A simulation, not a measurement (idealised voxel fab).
Process module, titled voxel tone inversion
The width of the displayed cross-section, cut, is 270 nm; its cells are square, with a size of 5 nm.
We lay out every cross-section as a grid of square cells and spell it out in bands from the top down, where one band means one or more rows of cells. Read a band's entry like this: the first values are the height of its top and the height of its bottom in nm, and what follows is the sequence of materials from left to right, each with its width in nm. Note that "blank" is empty space, and that a single material marked "full width" reaches across the band from edge to edge. Height is counted from the level 0, under which the received wafer is composed throughout of one material. The lowest of the bands is not closed at the bottom but continues downward, in the notation "0 nm and below". Note: "30 to 40" means the width goes from the first number (top row of the band) to the second number (bottom row) in equal steps per row of cells. "no change occurred" after a step means that no cell of the cross-section changed. "Closed void register": empty spaces of 8 cells or more with no open way to the top, each given as width x height at distance, distance from the left edge, all in nm. Formally, on a step line, whatever follows the settings is a remark that the simulator itself makes on the step. A step's line can hold "overlay nm"; with a mask on that step, the setting says how far right of the planned place the mask lay, while a negative setting says it lay to the left.
[Planned process steps]
1) RECEIVE: material Si
2) CONFORMAL_DEP: material SiCN, thk nm 5
3) DIRECTIONAL_DEP: material aC, thk nm 15
4) PATTERN: tone cover, mask id POSTS, material resist, width nm 25, pitch nm 55, thk nm 20, overlay nm 0
5) DIRECTIONAL_ETCH: etch materials aC, depth nm 15
6) STRIP: etch materials resist
7) FILL_DEP: material lowk, thk nm 5
8) CMP: height nm 20
9) STRIP: etch materials aC
For clarity, it should be stated that the wafers under discussion commence in an identical condition and differ with respect to the thk nm of step 2, the plan indicating the value that the first wafer had.
[The first of several wafers as received, shown in cross-section; this is its state after step 1]
> 0 nm and below | Si full width
> Closed void register: none
[First of several wafers in cross-section at module end, following the final step, step 9]
> 20 nm to 5 nm | lowk 65  blank 25  lowk 30  blank 25  lowk 30  blank 25  lowk 70
> 5 nm to 0 nm | SiCN full width
> 0 nm and below | Si full width
> Closed void register: none
[Module end, final wafer: cross-section]
> 20 nm to 0 nm | SiCN full width
> 0 nm and below | Si full width
> Closed void register: none
[Rows = wafers. At module end, each row lists per material the cells gained (+) or lost (-) since the wafer was received, then the closed voids]
thk nm 5; +54 SiCN; +117 lowk; Closed void register: none
thk nm 10; +108 SiCN; +78 lowk; Closed void register: none
thk nm 15; +162 SiCN; +39 lowk; Closed void register: none
thk nm 20; +216 SiCN; Closed void register: none
